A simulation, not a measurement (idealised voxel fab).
You're looking at the process module voxel spacer lines.
The figure presents cross-section cut, which has a width of 185 nm and is divided into square cells with an edge length of 5 nm.
Each cross-section below is a grid of square cells, stated as bands in top-down order, with one or more rows of cells making up each band. This entry defines a band. It first specifies the height of the band's top and the height of its bottom in nm, and then specifies the band's materials from left to right, stating each material with its width in nm. The word "throughout" identifies a single material that fills the band from edge to edge, while the word "air" identifies empty space. Heights are reckoned from 0. Under this level, the received wafer is all of one material. The bottommost band is open-ended downward, for example "z 0 and below". Width "30->40": first value at the band's top row of cells, second value at its bottom row, equal change from row to row. Where the words "stayed the same" appear for a step, the cross-section shows no cell changed by that step; every cell remained as before. Heads up: "Closed void catalog" only lists the empty pockets with no open path to the top that are 8 cells or more, and it writes them as width x height at distance, distance from the left edge, in nm. What comes after the settings on a step's line is commentary from the simulator itself on that step. overlay nm, on a step with a mask: how far to the right of its planned place the mask lay; to the left if negative.
# These are the steps we planned for the process
1: op RECEIVE | material Si
2: op CONFORMAL_DEP | material Al2O3 | thk nm 10
3: op DIRECTIONAL_DEP | material SiN | thk nm 10
4: op DIRECTIONAL_DEP | material polySi | thk nm 30
5: op PATTERN | tone cover | mask id MANDREL | material resist | width nm 20 | pitch nm 60 | thk nm 40 | overlay nm 0
6: op DIRECTIONAL_ETCH | etch materials polySi | depth nm 30
7: op STRIP | etch materials resist
8: op CONFORMAL_DEP | material SiO2 | thk nm 10
9: op DIRECTIONAL_ETCH | etch materials SiO2 | depth nm 10
10: op STRIP | etch materials polySi
11: op DIRECTIONAL_ETCH | etch materials SiN | depth nm 10
12: op STRIP | etch materials SiO2
# Wafer, first of two, run as planned
# Step 1 complete: cross-section of the wafer as received
  z 0 and below  Si throughout
  Closed void catalog: none
# Wafer section view after processing step 2
  z 10 to 0  Al2O3 throughout
  All layers under 0 are left as they were.
# Wafer section view after processing step 3
  z 20 to 10  SiN throughout
  All layers under 10 are left as they were.
# Wafer section view after processing step 4
  z 50 to 20  polySi throughout
  All layers under 20 are left as they were.
# Wafer section view after processing step 5
  z 90 to 50  20 air  20 resist  40 air  20 resist  40 air  20 resist  25 air
  All layers under 50 are left as they were.
# Wafer section view after processing step 6
  z 90 to 50  20 air  20 resist  40 air  20 resist  40 air  20 resist  25 air
  z 50 to 20  20 air  20 polySi  40 air  20 polySi  40 air  20 polySi  25 air
  All layers under 20 are left as they were.
# Wafer section view after processing step 7
  z 50 to 20  20 air  20 polySi  40 air  20 polySi  40 air  20 polySi  25 air
  All layers under 20 are left as they were.
# Wafer section view after processing step 8
  z 60 to 50  10 air  40 SiO2  20 air  40 SiO2  20 air  40 SiO2  15 air
  z 50 to 30  10 air  10 SiO2  20 polySi  10 SiO2  20 air  10 SiO2  20 polySi  10 SiO2  20 air  10 SiO2  20 polySi  10 SiO2  15 air
  z 30 to 20  20 SiO2  20 polySi  40 SiO2  20 polySi  40 SiO2  20 polySi  25 SiO2
  All layers under 20 are left as they were.
# Wafer section view after processing step 9
  z 50 to 20  10 air  10 SiO2  20 polySi  10 SiO2  20 air  10 SiO2  20 polySi  10 SiO2  20 air  10 SiO2  20 polySi  10 SiO2  15 air
  All layers under 20 are left as they were.
# Wafer section view after processing step 10
  z 50 to 20  10 air  10 SiO2  20 air  10 SiO2  20 air  10 SiO2  20 air  10 SiO2  20 air  10 SiO2  20 air  10 SiO2  15 air
  All layers under 20 are left as they were.
# Wafer section view after processing step 11
  z 50 to 20  10 air  10 SiO2  20 air  10 SiO2  20 air  10 SiO2  20 air  10 SiO2  20 air  10 SiO2  20 air  10 SiO2  15 air
  z 20 to 10  10 air  10 SiN  20 air  10 SiN  20 air  10 SiN  20 air  10 SiN  20 air  10 SiN  20 air  10 SiN  15 air
  All layers under 10 are left as they were.
# Wafer section view after processing step 12
  z 20 to 10  10 air  10 SiN  20 air  10 SiN  20 air  10 SiN  20 air  10 SiN  20 air  10 SiN  20 air  10 SiN  15 air
  All layers under 10 are left as they were.
# Second wafer, same starting conditions and recipe as the first, one mistake in executing it, nothing differs from the first up to and including step 4
# Cross-section of the second wafer corresponding to the planned conclusion of step 5
  z 90 to 50  20 air  25 resist  35 air  25 resist  35 air  25 resist  20 air
  All layers under 50 are left as they were.
# Cross-section of the second wafer corresponding to the planned conclusion of step 6
  z 90 to 50  20 air  25 resist  35 air  25 resist  35 air  25 resist  20 air
  z 50 to 20  20 air  25 polySi  35 air  25 polySi  35 air  25 polySi  20 air
  All layers under 20 are left as they were.
# Cross-section of the second wafer corresponding to the planned conclusion of step 7
  z 50 to 20  20 air  25 polySi  35 air  25 polySi  35 air  25 polySi  20 air
  All layers under 20 are left as they were.
# Cross-section of the second wafer corresponding to the planned conclusion of step 8
  z 60 to 50  10 air  45 SiO2  15 air  45 SiO2  15 air  45 SiO2  10 air
  z 50 to 30  10 air  10 SiO2  25 polySi  10 SiO2  15 air  10 SiO2  25 polySi  10 SiO2  15 air  10 SiO2  25 polySi  10 SiO2  10 air
  z 30 to 20  20 SiO2  25 polySi  35 SiO2  25 polySi  35 SiO2  25 polySi  20 SiO2
  All layers under 20 are left as they were.
# Cross-section of the second wafer corresponding to the planned conclusion of step 9
  z 50 to 20  10 air  10 SiO2  25 polySi  10 SiO2  15 air  10 SiO2  25 polySi  10 SiO2  15 air  10 SiO2  25 polySi  10 SiO2  10 air
  All layers under 20 are left as they were.
# Cross-section of the second wafer corresponding to the planned conclusion of step 10
  z 50 to 20  10 air  10 SiO2  25 air  10 SiO2  15 air  10 SiO2  25 air  10 SiO2  15 air  10 SiO2  25 air  10 SiO2  10 air
  All layers under 20 are left as they were.
# Cross-section of the second wafer corresponding to the planned conclusion of step 11
  z 50 to 20  10 air  10 SiO2  25 air  10 SiO2  15 air  10 SiO2  25 air  10 SiO2  15 air  10 SiO2  25 air  10 SiO2  10 air
  z 20 to 10  10 air  10 SiN  25 air  10 SiN  15 air  10 SiN  25 air  10 SiN  15 air  10 SiN  25 air  10 SiN  10 air
  All layers under 10 are left as they were.
# Cross-section of the second wafer corresponding to the planned conclusion of step 12
  z 20 to 10  10 air  10 SiN  25 air  10 SiN  15 air  10 SiN  25 air  10 SiN  15 air  10 SiN  25 air  10 SiN  10 air
  All layers under 10 are left as they were.
what went wrong: step 5 deviated from plan and actually ran as op PATTERN | tone cover | mask id MANDREL | material resist | width nm 25 | pitch nm 60 | thk nm 40 | overlay nm 0
The two final wafers agree on how many cells each material fills and disagree on which cells those are.
